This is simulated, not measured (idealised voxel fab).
A process module follows: voxel self aligned vias.
Pictured: cross-section cut, 195 nm wide, on a grid of 5 nm square cells.
Think of the cross-section as a grid of square cells. We describe it in bands, top to bottom, and each band covers one or more rows of those cells.
For a band, the entry starts with two heights in nm, that of the top and then that of the bottom, and carries on with the band's materials in order from left to right, each alongside its width in nm; the word "all across" beside a single material means it fills the band edge to edge, and "air" means empty space.
Convention: height 0 is the level below which the wafer, as received, is all one material. The lowest band does not terminate at the bottom but continues downward, represented as "0 -> down".
Graded width ("30->40"): value in top row of band = first number; value in bottom row = second number; row-to-row change constant.
Step note "no modifications" = no cross-section cell changed.
Each empty space that has no open way to the top and spans at least 8 cells appears under "Voids, sealed" as width x height at distance, the distance counted from the left edge, all in nm.
Note: text after step settings on the step line = simulator remark on that step.
On any step carrying a mask, the "overlay nm" setting, if present on the step's line, tells how far right of its planned place the mask lay; negative values point to the left.

### The steps planned for the process are as follows
- 1: RECEIVE, material Si
- 2: CONFORMAL_DEP, material SiO2, thk nm 10
- 3: CONFORMAL_DEP, material SiCN, thk nm 5
- 4: DIRECTIONAL_DEP, material SiO2, thk nm 20
- 5: MASKED_ETCH, tone open, mask id LINES, width nm 25, pitch nm 65, etch materials SiO2, depth nm 20, overlay nm 0
- 6: CONFORMAL_DEP, material TiN, thk nm 5
- 7: FILL_DEP, material Ru, thk nm 5
- 8: CMP, height nm 35
- 9: SELECTIVE_ETCH, etch materials W Ru TiN, depth nm 5
- 10: FILL_DEP, material SiN, thk nm 5
- 11: CMP, height nm 35
- 12: DIRECTIONAL_DEP, material SiO2, thk nm 15
- 13: DIRECTIONAL_DEP, material aC, thk nm 10
- 14: PATTERN, tone open, mask id VIAS, material resist, width nm 45, thk nm 25, overlay nm 0
- 15: DIRECTIONAL_ETCH, etch materials aC, depth nm 10
- 16: STRIP, etch materials resist
- 17: DIRECTIONAL_ETCH, etch materials SiO2, depth nm 15
- 18: DIRECTIONAL_ETCH, etch materials SiN, depth nm 5
- 19: STRIP, etch materials aC
- 20: CONFORMAL_DEP, material TiN, thk nm 5
- 21: FILL_DEP, material Cu, thk nm 10
- 22: CMP, height nm 50
- 23: CONFORMAL_DEP, material SiCN, thk nm 5

### So, the first of our two wafers, run just as we planned it

### Shown in cross-section is the wafer as received, that is, as it stands after step 1
  0 -> down  Si all across
  Voids, sealed: none

### Once step 2 is through, the wafer looks like this in cross-section
  10 -> 0  SiO2 all across
  Anything lower than 0 is untouched.

### Once step 3 is through, the wafer looks like this in cross-section
  15 -> 10  SiCN all across
  Anything lower than 10 is untouched.

### Once step 4 is through, the wafer looks like this in cross-section
  35 -> 15  SiO2 all across
  Anything lower than 15 is untouched.

### Once step 5 is through, the wafer looks like this in cross-section
  35 -> 15  SiO2=50, air=25, SiO2=40, air=25, SiO2=55
  Anything lower than 15 is untouched.

### Once step 6 is through, the wafer looks like this in cross-section
  40 -> 35  TiN=55, air=15, TiN=50, air=15, TiN=60
  35 -> 20  SiO2=50, TiN=5, air=15, TiN=5, SiO2=40, TiN=5, air=15, TiN=5, SiO2=55
  20 -> 15  SiO2=50, TiN=25, SiO2=40, TiN=25, SiO2=55
  Anything lower than 15 is untouched.

### Once step 7 is through, the wafer looks like this in cross-section
  45 -> 40  Ru all across
  40 -> 35  TiN=55, Ru=15, TiN=50, Ru=15, TiN=60
  35 -> 20  SiO2=50, TiN=5, Ru=15, TiN=5, SiO2=40, TiN=5, Ru=15, TiN=5, SiO2=55
  Anything lower than 20 is untouched.

### Once step 8 is through, the wafer looks like this in cross-section
  35 -> 20  SiO2=50, TiN=5, Ru=15, TiN=5, SiO2=40, TiN=5, Ru=15, TiN=5, SiO2=55
  Anything lower than 20 is untouched.

### Once step 9 is through, the wafer looks like this in cross-section
  35 -> 30  SiO2=50, air=25, SiO2=40, air=25, SiO2=55
  Anything lower than 30 is untouched.

### Once step 10 is through, the wafer looks like this in cross-section
  40 -> 35  SiN all across
  35 -> 30  SiO2=50, SiN=25, SiO2=40, SiN=25, SiO2=55
  Anything lower than 30 is untouched.

### Once step 11 is through, the wafer looks like this in cross-section
  35 -> 30  SiO2=50, SiN=25, SiO2=40, SiN=25, SiO2=55
  Anything lower than 30 is untouched.

### Once step 12 is through, the wafer looks like this in cross-section
  50 -> 35  SiO2 all across
  Anything lower than 35 is untouched.

### Once step 13 is through, the wafer looks like this in cross-section
  60 -> 50  aC all across
  Anything lower than 50 is untouched.

### Once step 14 is through, the wafer looks like this in cross-section
  85 -> 60  resist=40, air=45, resist=110
  Anything lower than 60 is untouched.

### Once step 15 is through, the wafer looks like this in cross-section
  75 -> 60  resist=40, air=45, resist=110
  60 -> 50  aC=40, air=45, aC=110
  Anything lower than 50 is untouched.

### Once step 16 is through, the wafer looks like this in cross-section
  60 -> 50  aC=40, air=45, aC=110
  Anything lower than 50 is untouched.

### Once step 17 is through, the wafer looks like this in cross-section
  60 -> 50  aC=40, air=45, aC=110
  50 -> 35  SiO2=40, air=45, SiO2=110
  Anything lower than 35 is untouched.

### Once step 18 is through, the wafer looks like this in cross-section
  60 -> 50  aC=40, air=45, aC=110
  50 -> 35  SiO2=40, air=45, SiO2=110
  35 -> 30  SiO2=50, air=25, SiO2=40, SiN=25, SiO2=55
  Anything lower than 30 is untouched.

### Once step 19 is through, the wafer looks like this in cross-section
  50 -> 35  SiO2=40, air=45, SiO2=110
  Anything lower than 35 is untouched.

### Once step 20 is through, the wafer looks like this in cross-section
  55 -> 50  TiN=45, air=35, TiN=115
  50 -> 40  SiO2=40, TiN=5, air=35, TiN=5, SiO2=110
  40 -> 35  SiO2=40, TiN=15, air=15, TiN=15, SiO2=110
  35 -> 30  SiO2=50, TiN=25, SiO2=40, SiN=25, SiO2=55
  Anything lower than 30 is untouched.

### Once step 21 is through, the wafer looks like this in cross-section
  65 -> 55  Cu all across
  55 -> 50  TiN=45, Cu=35, TiN=115
  50 -> 40  SiO2=40, TiN=5, Cu=35, TiN=5, SiO2=110
  40 -> 35  SiO2=40, TiN=15, Cu=15, TiN=15, SiO2=110
  Anything lower than 35 is untouched.

### Once step 22 is through, the wafer looks like this in cross-section
  50 -> 40  SiO2=40, TiN=5, Cu=35, TiN=5, SiO2=110
  Anything lower than 40 is untouched.

### Once step 23 is through, the wafer looks like this in cross-section
  55 -> 50  SiCN all across
  Anything lower than 50 is untouched.

### second wafer: like start, like plan, one mistake. Through step 4 it matches the first wafer

### Cross-section of the second wafer at the time step 5 of the plan should have ended
  35 -> 15  SiO2=45, air=35, SiO2=30, air=35, SiO2=50
  Anything lower than 15 is untouched.

### Cross-section of the second wafer at the time step 6 of the plan should have ended
  40 -> 35  TiN=50, air=25, TiN=40, air=25, TiN=55
  35 -> 20  SiO2=45, TiN=5, air=25, TiN=5, SiO2=30, TiN=5, air=25, TiN=5, SiO2=50
  20 -> 15  SiO2=45, TiN=35, SiO2=30, TiN=35, SiO2=50
  Anything lower than 15 is untouched.

### Cross-section of the second wafer at the time step 7 of the plan should have ended
  45 -> 40  Ru all across
  40 -> 35  TiN=50, Ru=25, TiN=40, Ru=25, TiN=55
  35 -> 20  SiO2=45, TiN=5, Ru=25, TiN=5, SiO2=30, TiN=5, Ru=25, TiN=5, SiO2=50
  Anything lower than 20 is untouched.

### Cross-section of the second wafer at the time step 8 of the plan should have ended
  35 -> 20  SiO2=45, TiN=5, Ru=25, TiN=5, SiO2=30, TiN=5, Ru=25, TiN=5, SiO2=50
  Anything lower than 20 is untouched.

### Cross-section of the second wafer at the time step 9 of the plan should have ended
  35 -> 30  SiO2=45, air=35, SiO2=30, air=35, SiO2=50
  Anything lower than 30 is untouched.

### Cross-section of the second wafer at the time step 10 of the plan should have ended
  40 -> 35  SiN all across
  35 -> 30  SiO2=45, SiN=35, SiO2=30, SiN=35, SiO2=50
  Anything lower than 30 is untouched.

### Cross-section of the second wafer at the time step 11 of the plan should have ended
  35 -> 30  SiO2=45, SiN=35, SiO2=30, SiN=35, SiO2=50
  Anything lower than 30 is untouched.

### Cross-section of the second wafer at the time step 12 of the plan should have ended
  50 -> 35  SiO2 all across
  Anything lower than 35 is untouched.

### Cross-section of the second wafer at the time step 13 of the plan should have ended
  60 -> 50  aC all across
  Anything lower than 50 is untouched.

### Cross-section of the second wafer at the time step 14 of the plan should have ended
  85 -> 60  resist=40, air=45, resist=110
  Anything lower than 60 is untouched.

### Cross-section of the second wafer at the time step 15 of the plan should have ended
  75 -> 60  resist=40, air=45, resist=110
  60 -> 50  aC=40, air=45, aC=110
  Anything lower than 50 is untouched.

### Cross-section of the second wafer at the time step 16 of the plan should have ended
  60 -> 50  aC=40, air=45, aC=110
  Anything lower than 50 is untouched.

### Cross-section of the second wafer at the time step 17 of the plan should have ended
  60 -> 50  aC=40, air=45, aC=110
  50 -> 35  SiO2=40, air=45, SiO2=110
  Anything lower than 35 is untouched.

### Cross-section of the second wafer at the time step 18 of the plan should have ended
  60 -> 50  aC=40, air=45, aC=110
  50 -> 35  SiO2=40, air=45, SiO2=110
  35 -> 30  SiO2=45, air=35, SiO2=30, SiN=35, SiO2=50
  Anything lower than 30 is untouched.

### Cross-section of the second wafer at the time step 19 of the plan should have ended
  50 -> 35  SiO2=40, air=45, SiO2=110
  Anything lower than 35 is untouched.

### Cross-section of the second wafer at the time step 20 of the plan should have ended
  55 -> 50  TiN=45, air=35, TiN=115
  50 -> 40  SiO2=40, TiN=5, air=35, TiN=5, SiO2=110
  40 -> 35  SiO2=40, TiN=10, air=25, TiN=10, SiO2=110
  35 -> 30  SiO2=45, TiN=35, SiO2=30, SiN=35, SiO2=50
  Anything lower than 30 is untouched.

### Cross-section of the second wafer at the time step 21 of the plan should have ended
  65 -> 55  Cu all across
  55 -> 50  TiN=45, Cu=35, TiN=115
  50 -> 40  SiO2=40, TiN=5, Cu=35, TiN=5, SiO2=110
  40 -> 35  SiO2=40, TiN=10, Cu=25, TiN=10, SiO2=110
  Anything lower than 35 is untouched.

### Cross-section of the second wafer at the time step 22 of the plan should have ended
  50 -> 40  SiO2=40, TiN=5, Cu=35, TiN=5, SiO2=110
  Anything lower than 40 is untouched.

### Cross-section of the second wafer at the time step 23 of the plan should have ended
  55 -> 50  SiCN all across
  Anything lower than 50 is untouched.
Error vs. plan: step 5 changed vs plan, executed as MASKED_ETCH, tone open, mask id LINES, width nm 35, pitch nm 65, etch materials SiO2, depth nm 20, overlay nm 0
Final tally in cells, some materials are higher or lower on the second wafer than on the first: 2 more of Cu; 8 more of Ru; 2 more of SiN; 16 fewer of SiO2; 4 more of TiN
